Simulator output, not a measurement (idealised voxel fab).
The process module presented herein is designated voxel wiring stack.
Square cell edge 5 nm, section width 195 nm, ID cut.
Cross-section layout: square cells on a grid; listed as bands, top to bottom; a band spans one or more cell rows.
Top height, bottom height, nm. Materials left to right, width each, nm. Single material + "full width" = fills band edge to edge. "blank" = empty.
Heights are expressed relative to 0, this being the level below which the as-received wafer comprises one material exclusively. The lowest band is unbounded in the downward direction and is denoted as in "0..down".
Quick explanation for "30 to 40": the width changes in equal steps down the rows of cells, from the first number in the band's top row to the second number in its bottom row.
Where a step carries "stayed the same", the cross-section came out of it unchanged, cell for cell.
In "Sealed void list" the enclosed voids are listed, meaning empty spaces of 8 cells or larger without any opening to the top. The form is width x height at distance, distance from the left edge, units nm.
On each step's line, the part that comes after the settings is the simulator's own comment on the step.
overlay nm: mask right of planned place by this much (step with mask). Neg. = left.
HERE'S WHAT THE PLANNED PROCESS STEPS LOOK LIKE
- 1: RECEIVE, material Si
- 2: CONFORMAL_DEP, material SiO2, thk nm 10
- 3: DIRECTIONAL_DEP, material TiN, thk nm 5
- 4: DIRECTIONAL_DEP, material W, thk nm 20
- 5: MASKED_ETCH, tone cover, mask id METAL_1, width nm 25, pitch nm 40, etch materials W, depth nm 20, overlay nm 0
- 6: MASKED_ETCH, tone cover, mask id METAL_1, width nm 25, pitch nm 40, etch materials TiN, depth nm 5, overlay nm 0
- 7: CONFORMAL_DEP, material SiN, thk nm 5
- 8: FILL_DEP, material lowk, thk nm 5
- 9: CMP, height nm 35
- 10: CONFORMAL_DEP, material SiCN, thk nm 5
- 11: DIRECTIONAL_DEP, material lowk, thk nm 15
- 12: MASKED_ETCH, tone open, mask id PLUG_1, width nm 15, pitch nm 40, etch materials lowk, depth nm 15, overlay nm 0
- 13: MASKED_ETCH, tone open, mask id PLUG_1, width nm 15, pitch nm 40, etch materials SiCN, depth nm 5, overlay nm 0
- 14: EPI, material Ru, thk nm 10
- 15: EPI, material Ru, thk nm 10
- 16: CONFORMAL_DEP, material SiCN, thk nm 5
- 17: DIRECTIONAL_DEP, material SiO2, thk nm 20
- 18: PATTERN, tone open, mask id METAL_2, material resist, width nm 25, pitch nm 40, thk nm 20, overlay nm 0
- 19: DIRECTIONAL_ETCH, etch materials SiO2, depth nm 20
- 20: DIRECTIONAL_ETCH, etch materials SiCN, depth nm 5
- 21: STRIP, etch materials resist
- 22: CONFORMAL_DEP, material TiN, thk nm 5
- 23: FILL_DEP, material Ru, thk nm 5
- 24: CMP, height nm 80
- 25: CONFORMAL_DEP, material SiCN, thk nm 5
WAFER AT RECEIPT (POST STEP 1), CROSS-SECTION
> 0..down  Si full width
> Sealed void list: none
CROSS-SECTION: FIRST OF TWO WAFERS, MODULE FINISHED, RUN ACCORDING TO PLAN
> 85..80  SiCN full width
> 80..60  SiO2 25, then TiN 5, then Ru 15, then TiN 5, then SiO2 15, then TiN 5, then Ru 15, then TiN 5, then SiO2 15, then TiN 5, then Ru 15, then TiN 5, then SiO2 15, then TiN 5, then Ru 15, then TiN 5, then SiO2 25
> 60..55  SiCN 25, then TiN 25, then SiCN 15, then TiN 25, then SiCN 15, then TiN 25, then SiCN 15, then TiN 25, then SiCN 25
> 55..40  lowk 25, then Ru 15, then lowk 25, then Ru 15, then lowk 25, then Ru 15, then lowk 25, then Ru 15, then lowk 35
> 40..35  SiCN 25, then Ru 15, then SiCN 25, then Ru 15, then SiCN 25, then Ru 15, then SiCN 25, then Ru 15, then SiCN 35
> 35..15  lowk 20, then SiN 5, then W 25, then SiN 5, then lowk 5, then SiN 5, then W 25, then SiN 5, then lowk 5, then SiN 5, then W 25, then SiN 5, then lowk 5, then SiN 5, then W 25, then SiN 5, then lowk 20
> 15..10  SiN 25, then TiN 25, then SiN 15, then TiN 25, then SiN 15, then TiN 25, then SiN 15, then TiN 25, then SiN 25
> 10..0  SiO2 full width
> 0..down  Si full width
> Sealed void list: none
HERE IS THE SECOND OF THE TWO WAFERS CUT OPEN AT THE END OF THE MODULE - SAME START, SAME PLAN AS THE FIRST ONE, BUT WE MADE ONE MISTAKE RUNNING IT
> 85..80  SiCN full width
> 80..70  Ru 15, then TiN 5, then SiO2 5, then TiN 5, then Ru 25, then TiN 5, then SiO2 5, then TiN 5, then Ru 25, then TiN 5, then SiO2 5, then TiN 5, then Ru 25, then TiN 5, then SiO2 5, then TiN 5, then Ru 45
> 70..65  TiN 20, then SiO2 5, then TiN 5, then Ru 15, then TiN 15, then SiO2 5, then TiN 5, then Ru 15, then TiN 15, then SiO2 5, then TiN 5, then Ru 15, then TiN 15, then SiO2 5, then TiN 5, then Ru 15, then TiN 30
> 65..60  SiO2 25, then TiN 5, then Ru 15, then TiN 5, then SiO2 15, then TiN 5, then Ru 15, then TiN 5, then SiO2 15, then TiN 5, then Ru 15, then TiN 5, then SiO2 15, then TiN 5, then Ru 15, then TiN 5, then SiO2 25
> 60..55  SiO2 20, then SiCN 5, then TiN 25, then SiO2 10, then SiCN 5, then TiN 25, then SiO2 10, then SiCN 5, then TiN 25, then SiO2 10, then SiCN 5, then TiN 25, then SiO2 25
> 55..45  SiO2 20, then SiCN 5, then lowk 15, then SiCN 5, then TiN 5, then SiO2 10, then SiCN 5, then lowk 15, then SiCN 5, then TiN 5, then SiO2 10, then SiCN 5, then lowk 15, then SiCN 5, then TiN 5, then SiO2 10, then SiCN 5, then lowk 15, then SiCN 5, then TiN 5, then SiO2 25
> 45..40  SiCN 25, then lowk 15, then SiCN 5, then TiN 5, then SiCN 15, then lowk 15, then SiCN 5, then TiN 5, then SiCN 15, then lowk 15, then SiCN 5, then TiN 5, then SiCN 15, then lowk 15, then SiCN 5, then TiN 5, then SiCN 25
> 40..35  SiCN full width
> 35..15  lowk 20, then SiN 5, then W 25, then SiN 5, then lowk 5, then SiN 5, then W 25, then SiN 5, then lowk 5, then SiN 5, then W 25, then SiN 5, then lowk 5, then SiN 5, then W 25, then SiN 5, then lowk 20
> 15..10  SiN 25, then TiN 25, then SiN 15, then TiN 25, then SiN 15, then TiN 25, then SiN 15, then TiN 25, then SiN 25
> 10..0  SiO2 full width
> 0..down  Si full width
> Sealed void list: none
what went wrong: step 12: run off-plan, actual operation and settings MASKED_ETCH, tone cover, mask id PLUG_1, width nm 15, pitch nm 40, etch materials lowk, depth nm 15, overlay nm 0
The closing comparison, in cells, has the second wafer with more or fewer of some materials than the first: Ru: 18 fewer, SiCN: 36 more, TiN: 27 more, lowk: 45 fewer
